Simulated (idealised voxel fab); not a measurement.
Herein follows the process module entitled voxel ribs on slabs.
It is cross-section cut that appears here, measuring 290 nm in width, its square cells being 5 nm in size.
Reading order for cross-sections: top band down to bottom band. Underlying form: a grid of square cells. Band size: one or more rows of cells. A band entry consists of two parts. The first gives the height of the band's top and the height of its bottom, in nm. The rest lists the band's materials from left to right, each with its width in nm. A single material labelled with the word "throughout" fills the band from edge to edge, and the word "blank" marks empty space. Basically, 0 is our baseline, since under it the wafer straight out of the box is all one material. The bottom band has no lower end and keeps on going down, so it looks like "from 0 down". The notation "30->40" denotes a width that varies across the rows of cells in the band, beginning at the first number in the top row, finishing at the second number in the bottom row, and changing by an identical amount from each row to the next. A step reported as "no alterations made" is a step in which no cell of the cross-section changed. If an empty space has no open way to the top and is at least 8 cells in size, "Sealed-off cavities" lists it, written width x height at distance, where distance is measured from the left edge and every value is in nm. Step line, after settings: the simulator's comment on this step. If you see "overlay nm" on a step's line and that step has a mask, it's telling you how far right of where it was planned the mask ended up; a negative number means it went left instead.
PLAN
1: op RECEIVE | material Si
2: op DIRECTIONAL_DEP | material SiO2 | thk nm 30
3: op DIRECTIONAL_DEP | material SiN | thk nm 25
4: op MASKED_ETCH | tone cover | mask id RIB | width nm 20 | etch materials SiN | depth nm 10 | overlay nm 0
5: op MASKED_ETCH | tone cover | mask id SLAB | width nm 80 | etch materials SiN | depth nm 15 | overlay nm 0
6: op FILL_DEP | material SiO2 | thk nm 20
7: op CMP | height nm 70
8: op DIRECTIONAL_DEP | material W | thk nm 5
9: op MASKED_ETCH | tone cover | mask id HEATER | width nm 30 | etch materials W | depth nm 5 | overlay nm 0
10: op CONFORMAL_DEP | material SiO2 | thk nm 5
SHOWN IN CROSS-SECTION IS THE WAFER AS RECEIVED, THAT IS, AS IT STANDS AFTER STEP 1
* from 0 down  Si throughout
* Sealed-off cavities: none
CROSS-SECTION: FIRST OF TWO WAFERS, MODULE FINISHED, RUN ACCORDING TO PLAN
* from 80 to 75  blank: 125  SiO2: 40  blank: 125
* from 75 to 70  SiO2: 130  W: 30  SiO2: 130
* from 70 to 55  SiO2 throughout
* from 55 to 45  SiO2: 135  SiN: 20  SiO2: 135
* from 45 to 30  SiO2: 105  SiN: 80  SiO2: 105
* from 30 to 0  SiO2 throughout
* from 0 down  Si throughout
* Sealed-off cavities: none
MODULE END: CROSS-SECTION OF WAFER TWO OF TWO. SAME START AND PROCESS PLAN AS THE FIRST WAFER. ONE MISTAKE DURING EXECUTION
* from 75 to 70  blank: 130  W: 30  blank: 130
* from 70 to 55  SiO2 throughout
* from 55 to 45  SiO2: 135  SiN: 20  SiO2: 135
* from 45 to 30  SiO2: 105  SiN: 80  SiO2: 105
* from 30 to 0  SiO2 throughout
* from 0 down  Si throughout
* Sealed-off cavities: none
Here's what went sideways: execution of step 10 of the plan did not take place, the step having been omitted
The final cell counts differ between the wafers, with the second having more or fewer of some materials than the first: SiO2 -60
